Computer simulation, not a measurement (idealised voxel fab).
process module | voxel released beams
cross-section cut | 225 nm wide | cells 5 nm
A cross-section is a grid of square cells, given in bands from the top down. A band is one or more rows of cells.
Each band's line starts with the height of the band's top and of its bottom, in nm. Then come its materials from left to right, each with its width in nm. One material with "throughout" fills the band from edge to edge. "air" is empty space.
Height 0 is the level under which the wafer as received is all one material. The lowest band goes on downwards, as in "0 down".
A width such as "30 to 40" changes by the same amount from each row of cells to the next, from the band's top row to its bottom row.
"no change" after a step means that no cell of the cross-section changed.
closed voids: empty space of 8 cells or more with no open way to the top, each as width x height at its distance from the left edge, in nm
after a step's settings: what the simulator itself notes on the step
overlay nm, on a step with a mask: how far to the right of its planned place the mask lay; to the left if negative
plan
1 op RECEIVE | material Si
2 op CONFORMAL_DEP | material SiN | thk nm 5
3 op DIRECTIONAL_DEP | material SiO2 | thk nm 10
4 op DIRECTIONAL_DEP | material aC | thk nm 15
5 op PATTERN | tone open | mask id ANCHOR | material resist | width nm 45 | thk nm 35 | overlay nm 0
6 op DIRECTIONAL_ETCH | etch materials aC | depth nm 15
7 op STRIP | etch materials resist
8 op DIRECTIONAL_ETCH | etch materials SiO2 | depth nm 10
9 op STRIP | etch materials aC
10 op CONFORMAL_DEP | material TiN | thk nm 15
11 op PATTERN | tone cover | mask id BEAM | material resist | width nm 90 | thk nm 20 | overlay nm 0
12 op DIRECTIONAL_ETCH | etch materials TiN | depth nm 15
13 op STRIP | etch materials resist
14 op STRIP | etch materials SiO2
as received, after step 1
  0 down: Si throughout
  closed voids: none
first wafer at the end, as planned
  30 to 20: air 65 | TiN 20 | air 15 | TiN 55 | air 70
  20 to 15: air 65 | TiN 90 | air 70
  15 to 5: air 70 | TiN 45 | air 110
  5 to 0: SiN throughout
  0 down: Si throughout
  closed voids: none
second wafer at the end: like start, like plan, one mistake
  25 to 15: air 65 | TiN 20 | air 15 | TiN 55 | air 70
  15 to 10: air 65 | TiN 90 | air 70
  10 to 0: air 70 | TiN 45 | air 110
  0 down: Si throughout
  closed voids: none
what went wrong: step 2 was left out
at the end the second wafer has, in cells: 45 fewer of SiN
